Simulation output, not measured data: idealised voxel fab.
process module | voxel gate over fins
cross-section cut | 160 nm wide | cells 5 nm
A cross-section is a grid of square cells, given in bands from the top down. A band is one or more rows of cells.
Each band's line starts with the height of the band's top and of its bottom, in nm. Then come its materials from left to right, each with its width in nm. One material with "throughout" fills the band from edge to edge. "air" is empty space.
Height 0 is the level under which the wafer as received is all one material. The lowest band goes on downwards, as in "0 down".
A width such as "30 to 40" changes by the same amount from each row of cells to the next, from the band's top row to its bottom row.
"no change" after a step means that no cell of the cross-section changed.
closed voids: empty space of 8 cells or more with no open way to the top, each as width x height at its distance from the left edge, in nm
after a step's settings: what the simulator itself notes on the step
overlay nm, on a step with a mask: how far to the right of its planned place the mask lay; to the left if negative
plan
1 op RECEIVE | material Si
2 op CONFORMAL_DEP | material SiN | thk nm 5
3 op DIRECTIONAL_DEP | material aC | thk nm 10
4 op PATTERN | tone cover | mask id FINS | material resist | width nm 15 | pitch nm 35 | thk nm 30 | overlay nm 0
5 op DIRECTIONAL_ETCH | etch materials aC | depth nm 10
6 op STRIP | etch materials resist
7 op DIRECTIONAL_ETCH | etch materials SiN | depth nm 5
8 op DIRECTIONAL_ETCH | etch materials Si | depth nm 30
9 op STRIP | etch materials aC
10 op OXIDIZE | depth nm 5
11 op FILL_DEP | material SiO2 | thk nm 10
12 op CMP | height nm 5
13 op SELECTIVE_ETCH | etch materials SiO2 | depth nm 15
14 op STRIP | etch materials SiN
15 op CONFORMAL_DEP | material HfO2 | thk nm 5
16 op CONFORMAL_DEP | material TiN | thk nm 5
17 op CONFORMAL_DEP | material TiAl | thk nm 5
18 op CONFORMAL_DEP | material TiN | thk nm 5
19 op FILL_DEP | material W | thk nm 10
20 op CMP | height nm 25
21 op CONFORMAL_DEP | material SiCN | thk nm 5
as received, after step 1
  0 down: Si throughout
  closed voids: none
a wafer at the end: this start, this plan, one mistake
  30 to 25: SiCN throughout
  25 to 20: W 30 | TiN 5 | TiAl 90 | TiN 5 | W 30
  20 to 15: TiN 35 | TiAl 90 | TiN 35
  15 to 10: TiAl throughout
  10 to 5: TiAl 50 | TiN 25 | TiAl 10 | TiN 25 | TiAl 50
  5 to 0: TiAl 50 | TiN 5 | HfO2 15 | TiN 5 | TiAl 10 | TiN 5 | HfO2 15 | TiN 5 | TiAl 50
  0 to -5: TiN 55 | HfO2 5 | Si 5 | HfO2 5 | TiN 20 | HfO2 5 | Si 5 | HfO2 5 | TiN 55
  -5 to -10: HfO2 60 | Si 5 | HfO2 30 | Si 5 | HfO2 60
  -10 to -35: SiO2 60 | Si 5 | SiO2 30 | Si 5 | SiO2 60
  -35 down: Si throughout
  closed voids: none
what went wrong: step 17 ran as: op CONFORMAL_DEP | material TiAl | thk nm 15
